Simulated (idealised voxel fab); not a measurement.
process module | voxel local oxidation
cross-section cut | 300 nm wide | cells 5 nm
A cross-section is a grid of square cells, given in bands from the top down. A band is one or more rows of cells.
Each band's line starts with the height of the band's top and of its bottom, in nm. Then come its materials from left to right, each with its width in nm. One material with "throughout" fills the band from edge to edge. "air" is empty space.
Height 0 is the level under which the wafer as received is all one material. The lowest band goes on downwards, as in "0 down".
A width such as "30 to 40" changes by the same amount from each row of cells to the next, from the band's top row to its bottom row.
"no change" after a step means that no cell of the cross-section changed.
closed voids: empty space of 8 cells or more with no open way to the top, each as width x height at its distance from the left edge, in nm
after a step's settings: what the simulator itself notes on the step
overlay nm, on a step with a mask: how far to the right of its planned place the mask lay; to the left if negative
plan
1 op RECEIVE | material Si
2 op CONFORMAL_DEP | material SiO2 | thk nm 5
3 op CONFORMAL_DEP | material SiN | thk nm 15
4 op PATTERN | tone cover | mask id ACTIVE | material resist | width nm 90 | thk nm 15 | overlay nm 0
5 op DIRECTIONAL_ETCH | etch materials SiN | depth nm 15
6 op STRIP | etch materials resist
7 op SELECTIVE_ETCH | etch materials SiO2 | depth nm 5
8 op OXIDIZE | depth nm 10
9 op STRIP | etch materials SiN
varied across the wafers: width nm of step 4. The plan shows the first wafer's value. All wafers start alike
first wafer as received, after step 1
  0 down: Si throughout
  closed voids: none
each wafer at the end: cells of each material gained (+) or lost (-) since it was received, then its closed voids
width nm 90 | -96 Si | +112 SiO2 | closed voids: none
width nm 95 | -94 Si | +111 SiO2 | closed voids: none
width nm 100 | -92 Si | +110 SiO2 | closed voids: none
width nm 105 | -90 Si | +109 SiO2 | closed voids: none
width nm 110 | -88 Si | +108 SiO2 | closed voids: none
width nm 115 | -86 Si | +107 SiO2 | closed voids: none
